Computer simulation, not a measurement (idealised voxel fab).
You're looking at the process module voxel double patterning.
Pictured: cross-section cut, 190 nm wide, on a grid of 5 nm square cells.
Cross-section layout: square cells on a grid; listed as bands, top to bottom; a band spans one or more cell rows.
Top height, bottom height, nm. Materials left to right, width each, nm. Single material + "edge to edge" = fills band edge to edge. "blank" = empty.
The level at which height equals 0 is the one under which the wafer, as it arrives, is entirely one material. No lower edge exists for the bottom band, which continues downward and is notated as in "0 -> down".
When a width is written as two numbers, as in "30..40", the first number is the width in the top row of cells of the band and the second is the width in its bottom row, and the width changes by the same amount from each row to the next.
The designation "nothing was modified", where it is given for a processing step, indicates that no cell of the cross-section was altered in the course of that step.
This entry, "Sealed void list", enumerates those empty regions of no fewer than 8 cells that possess no open connection to the top. Each region is reported in the form width x height at distance, the distance being taken from the left edge, with all three quantities expressed in nm.
Anything after a step's settings on that line? It's the simulator's own note about the step.
You can add "overlay nm" to a step's line. For a step with a mask, it describes how far the mask lay to the right of its planned position, and a negative number describes a lay to the left.

Planned step list for the process
1 RECEIVE (material Si)
2 CONFORMAL_DEP (material SiO2; thk nm 5)
3 DIRECTIONAL_DEP (material polySi; thk nm 10)
4 DIRECTIONAL_DEP (material SiCN; thk nm 5)
5 DIRECTIONAL_DEP (material aC; thk nm 15)
6 PATTERN (tone open; mask id FIRST; material resist; width nm 15; pitch nm 50; thk nm 35; overlay nm 0)
7 DIRECTIONAL_ETCH (etch materials aC; depth nm 15)
8 STRIP (etch materials resist)
9 DIRECTIONAL_ETCH (etch materials SiCN; depth nm 5)
10 STRIP (etch materials aC)
11 MASKED_ETCH (tone open; mask id SECOND; width nm 15; pitch nm 50; etch materials SiCN; depth nm 5; overlay nm 0)
12 DIRECTIONAL_ETCH (etch materials polySi; depth nm 10)
13 STRIP (etch materials SiCN)

As received (post step 1): cross-section
> 0 -> down  Si edge to edge
> Sealed void list: none

Below is the wafer in cross-section after the module was completed. It began from the starting point shown above and followed the plan shown above, except that one mistake was made while running it
> 15 -> 10  35 polySi; 15 blank; 10 polySi; 15 blank; 10 polySi; 15 blank; 10 polySi; 15 blank; 10 polySi; 15 blank; 40 polySi
> 10 -> 5  polySi edge to edge
> 5 -> 0  SiO2 edge to edge
> 0 -> down  Si edge to edge
> Sealed void list: none
Plan not followed: step 12 ran as: DIRECTIONAL_ETCH (etch materials polySi; depth nm 5)
